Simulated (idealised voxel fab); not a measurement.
Process module heading - voxel self aligned contacts
cross-section cut | 260 nm wide | cells 5 nm
Cross-section spec: square-cell grid; bands listed top down; each band is one or more rows. Look at the band entry: it leads with the top's height and the bottom's height in nm. Then it lists the materials left to right, with a width in nm for each. The word "everywhere" on a single material says that material fills the band edge to edge. The word "blank" is empty space. Heights from 0 (as-received wafer is one material below). Bottom band endless downward, as "from 0 down". The notation "30 to 40" denotes a width that varies across the rows of cells in the band, beginning at the first number in the top row, finishing at the second number in the bottom row, and changing by an identical amount from each row to the next. No cell of the cross-section changed in a step that is given as "no alteration". The label "Sealed void inventory" introduces a list of the empty spaces, 8 cells or larger, that have no open way up to the top; each entry in it reads width x height at distance, where the distance is taken from the left edge and all three are stated in nm. Where a step's line continues beyond its settings, the continuation is a remark by the simulator itself on that step. overlay nm: step with mask; distance mask lay right of planned place; negative value = left of planned place.

### The process steps that were planned are listed below
| 1 | RECEIVE with material Si |
| 2 | OXIDIZE with depth nm 5 |
| 3 | DIRECTIONAL_DEP with material polySi, thk nm 30 |
| 4 | DIRECTIONAL_DEP with material SiN, thk nm 15 |
| 5 | DIRECTIONAL_DEP with material aC, thk nm 10 |
| 6 | PATTERN with tone cover, mask id GATE, material resist, width nm 30, pitch nm 55, thk nm 30, overlay nm 0 |
| 7 | DIRECTIONAL_ETCH with etch materials aC, depth nm 10 |
| 8 | STRIP with etch materials resist |
| 9 | DIRECTIONAL_ETCH with etch materials SiN, depth nm 15 |
| 10 | DIRECTIONAL_ETCH with etch materials polySi, depth nm 30 |
| 11 | STRIP with etch materials aC |
| 12 | CONFORMAL_DEP with material SiN, thk nm 5 |
| 13 | DIRECTIONAL_ETCH with etch materials SiN, depth nm 5 |
| 14 | FILL_DEP with material SiO2, thk nm 15 |
| 15 | CMP with height nm 50 |
| 16 | MASKED_ETCH with tone open, mask id CONTACT, width nm 35, etch materials SiO2, depth nm 55, overlay nm 0 |
| 17 | CONFORMAL_DEP with material TiN, thk nm 5 |
| 18 | FILL_DEP with material Ru, thk nm 5 |
| 19 | CMP with height nm 50 |
| 20 | CONFORMAL_DEP with material SiN, thk nm 5 |

### First wafer of two (run as planned)

### Shown in cross-section is the wafer as received, that is, as it stands after step 1
	from 0 down | Si everywhere
	Sealed void inventory: none

### Cross-sectional representation of the wafer at the conclusion of step 2
	from 0 to -5 | SiO2 everywhere
	At heights below -5, the structure remains unaltered.

### Cross-sectional representation of the wafer at the conclusion of step 3
	from 30 to 0 | polySi everywhere
	At heights below 0, the structure remains unaltered.

### Cross-sectional representation of the wafer at the conclusion of step 4
	from 45 to 30 | SiN everywhere
	At heights below 30, the structure remains unaltered.

### Cross-sectional representation of the wafer at the conclusion of step 5
	from 55 to 45 | aC everywhere
	At heights below 45, the structure remains unaltered.

### Cross-sectional representation of the wafer at the conclusion of step 6
	from 85 to 55 | blank 85 | resist 30 | blank 25 | resist 30 | blank 90
	At heights below 55, the structure remains unaltered.

### Cross-sectional representation of the wafer at the conclusion of step 7
	from 75 to 55 | blank 85 | resist 30 | blank 25 | resist 30 | blank 90
	from 55 to 45 | blank 85 | aC 30 | blank 25 | aC 30 | blank 90
	At heights below 45, the structure remains unaltered.

### Cross-sectional representation of the wafer at the conclusion of step 8
	from 55 to 45 | blank 85 | aC 30 | blank 25 | aC 30 | blank 90
	At heights below 45, the structure remains unaltered.

### Cross-sectional representation of the wafer at the conclusion of step 9
	from 55 to 45 | blank 85 | aC 30 | blank 25 | aC 30 | blank 90
	from 45 to 30 | blank 85 | SiN 30 | blank 25 | SiN 30 | blank 90
	At heights below 30, the structure remains unaltered.

### Cross-sectional representation of the wafer at the conclusion of step 10
	from 55 to 45 | blank 85 | aC 30 | blank 25 | aC 30 | blank 90
	from 45 to 30 | blank 85 | SiN 30 | blank 25 | SiN 30 | blank 90
	from 30 to 0 | blank 85 | polySi 30 | blank 25 | polySi 30 | blank 90
	At heights below 0, the structure remains unaltered.

### Cross-sectional representation of the wafer at the conclusion of step 11
	from 45 to 30 | blank 85 | SiN 30 | blank 25 | SiN 30 | blank 90
	At heights below 30, the structure remains unaltered.

### Cross-sectional representation of the wafer at the conclusion of step 12
	from 50 to 30 | blank 80 | SiN 40 | blank 15 | SiN 40 | blank 85
	from 30 to 5 | blank 80 | SiN 5 | polySi 30 | SiN 5 | blank 15 | SiN 5 | polySi 30 | SiN 5 | blank 85
	from 5 to 0 | SiN 85 | polySi 30 | SiN 25 | polySi 30 | SiN 90
	At heights below 0, the structure remains unaltered.

### Cross-sectional representation of the wafer at the conclusion of step 13
	from 45 to 30 | blank 80 | SiN 40 | blank 15 | SiN 40 | blank 85
	from 30 to 0 | blank 80 | SiN 5 | polySi 30 | SiN 5 | blank 15 | SiN 5 | polySi 30 | SiN 5 | blank 85
	At heights below 0, the structure remains unaltered.

### Cross-sectional representation of the wafer at the conclusion of step 14
	from 60 to 45 | SiO2 everywhere
	from 45 to 30 | SiO2 80 | SiN 40 | SiO2 15 | SiN 40 | SiO2 85
	from 30 to 0 | SiO2 80 | SiN 5 | polySi 30 | SiN 5 | SiO2 15 | SiN 5 | polySi 30 | SiN 5 | SiO2 85
	At heights below 0, the structure remains unaltered.

### Cross-sectional representation of the wafer at the conclusion of step 15
	from 50 to 45 | SiO2 everywhere
	At heights below 45, the structure remains unaltered.

### Cross-sectional representation of the wafer at the conclusion of step 16
	from 50 to 45 | SiO2 110 | blank 35 | SiO2 115
	from 45 to 30 | SiO2 80 | SiN 40 | blank 15 | SiN 40 | SiO2 85
	from 30 to 0 | SiO2 80 | SiN 5 | polySi 30 | SiN 5 | blank 15 | SiN 5 | polySi 30 | SiN 5 | SiO2 85
	from 0 to -5 | SiO2 120 | blank 15 | SiO2 125
	At heights below -5, the structure remains unaltered.

### Cross-sectional representation of the wafer at the conclusion of step 17
	from 55 to 50 | TiN 115 | blank 25 | TiN 120
	from 50 to 45 | SiO2 110 | TiN 15 | blank 5 | TiN 15 | SiO2 115
	from 45 to 30 | SiO2 80 | SiN 40 | TiN 5 | blank 5 | TiN 5 | SiN 40 | SiO2 85
	from 30 to 0 | SiO2 80 | SiN 5 | polySi 30 | SiN 5 | TiN 5 | blank 5 | TiN 5 | SiN 5 | polySi 30 | SiN 5 | SiO2 85
	from 0 to -5 | SiO2 120 | TiN 15 | SiO2 125
	At heights below -5, the structure remains unaltered.

### Cross-sectional representation of the wafer at the conclusion of step 18
	from 60 to 55 | Ru everywhere
	from 55 to 50 | TiN 115 | Ru 25 | TiN 120
	from 50 to 45 | SiO2 110 | TiN 15 | Ru 5 | TiN 15 | SiO2 115
	from 45 to 30 | SiO2 80 | SiN 40 | TiN 5 | Ru 5 | TiN 5 | SiN 40 | SiO2 85
	from 30 to 0 | SiO2 80 | SiN 5 | polySi 30 | SiN 5 | TiN 5 | Ru 5 | TiN 5 | SiN 5 | polySi 30 | SiN 5 | SiO2 85
	At heights below 0, the structure remains unaltered.

### Cross-sectional representation of the wafer at the conclusion of step 19
	from 50 to 45 | SiO2 110 | TiN 15 | Ru 5 | TiN 15 | SiO2 115
	At heights below 45, the structure remains unaltered.

### Cross-sectional representation of the wafer at the conclusion of step 20
	from 55 to 50 | SiN everywhere
	At heights below 50, the structure remains unaltered.

### Notes, second wafer: start = first wafer's, plan = first wafer's, execution had one mistake; history identical to first through step 3

### Second wafer: cross-section at the scheduled end of step 4
	from 60 to 30 | SiN everywhere
	At heights below 30, the structure remains unaltered.

### Second wafer: cross-section at the scheduled end of step 5
	from 70 to 60 | aC everywhere
	At heights below 60, the structure remains unaltered.

### Second wafer: cross-section at the scheduled end of step 6
	from 100 to 70 | blank 85 | resist 30 | blank 25 | resist 30 | blank 90
	At heights below 70, the structure remains unaltered.

### Second wafer: cross-section at the scheduled end of step 7
	from 90 to 70 | blank 85 | resist 30 | blank 25 | resist 30 | blank 90
	from 70 to 60 | blank 85 | aC 30 | blank 25 | aC 30 | blank 90
	At heights below 60, the structure remains unaltered.

### Second wafer: cross-section at the scheduled end of step 8
	from 70 to 60 | blank 85 | aC 30 | blank 25 | aC 30 | blank 90
	At heights below 60, the structure remains unaltered.

### Second wafer: cross-section at the scheduled end of step 9
	from 70 to 60 | blank 85 | aC 30 | blank 25 | aC 30 | blank 90
	from 60 to 45 | blank 85 | SiN 30 | blank 25 | SiN 30 | blank 90
	At heights below 45, the structure remains unaltered.

Second wafer: cross-section at the scheduled end of step 10: no alteration

### Second wafer: cross-section at the scheduled end of step 11
	from 60 to 45 | blank 85 | SiN 30 | blank 25 | SiN 30 | blank 90
	At heights below 45, the structure remains unaltered.

### Second wafer: cross-section at the scheduled end of step 12
	from 65 to 50 | blank 80 | SiN 40 | blank 15 | SiN 40 | blank 85
	from 50 to 30 | SiN everywhere
	At heights below 30, the structure remains unaltered.

### Second wafer: cross-section at the scheduled end of step 13
	from 60 to 45 | blank 80 | SiN 40 | blank 15 | SiN 40 | blank 85
	At heights below 45, the structure remains unaltered.

### Second wafer: cross-section at the scheduled end of step 14
	from 75 to 60 | SiO2 everywhere
	from 60 to 45 | SiO2 80 | SiN 40 | SiO2 15 | SiN 40 | SiO2 85
	At heights below 45, the structure remains unaltered.

### Second wafer: cross-section at the scheduled end of step 15
	from 50 to 45 | SiO2 80 | SiN 40 | SiO2 15 | SiN 40 | SiO2 85
	At heights below 45, the structure remains unaltered.

### Second wafer: cross-section at the scheduled end of step 16
	from 50 to 45 | SiO2 80 | SiN 40 | blank 15 | SiN 40 | SiO2 85
	At heights below 45, the structure remains unaltered.

### Second wafer: cross-section at the scheduled end of step 17
	from 55 to 50 | TiN 125 | blank 5 | TiN 130
	from 50 to 45 | SiO2 80 | SiN 40 | TiN 15 | SiN 40 | SiO2 85
	At heights below 45, the structure remains unaltered.

### Second wafer: cross-section at the scheduled end of step 18
	from 60 to 55 | Ru everywhere
	from 55 to 50 | TiN 125 | Ru 5 | TiN 130
	At heights below 50, the structure remains unaltered.

### Second wafer: cross-section at the scheduled end of step 19
	from 50 to 45 | SiO2 80 | SiN 40 | TiN 15 | SiN 40 | SiO2 85
	At heights below 45, the structure remains unaltered.

### Second wafer: cross-section at the scheduled end of step 20
	from 55 to 50 | SiN everywhere
	At heights below 50, the structure remains unaltered.
Want to know what went wrong? step 4 of the plan was carried out twice
Once processing is complete, comparing cell counts shows that the second wafer has more or fewer of certain materials than the first: Ru -10, SiN +100, SiO2 -306, TiN -24, polySi +240
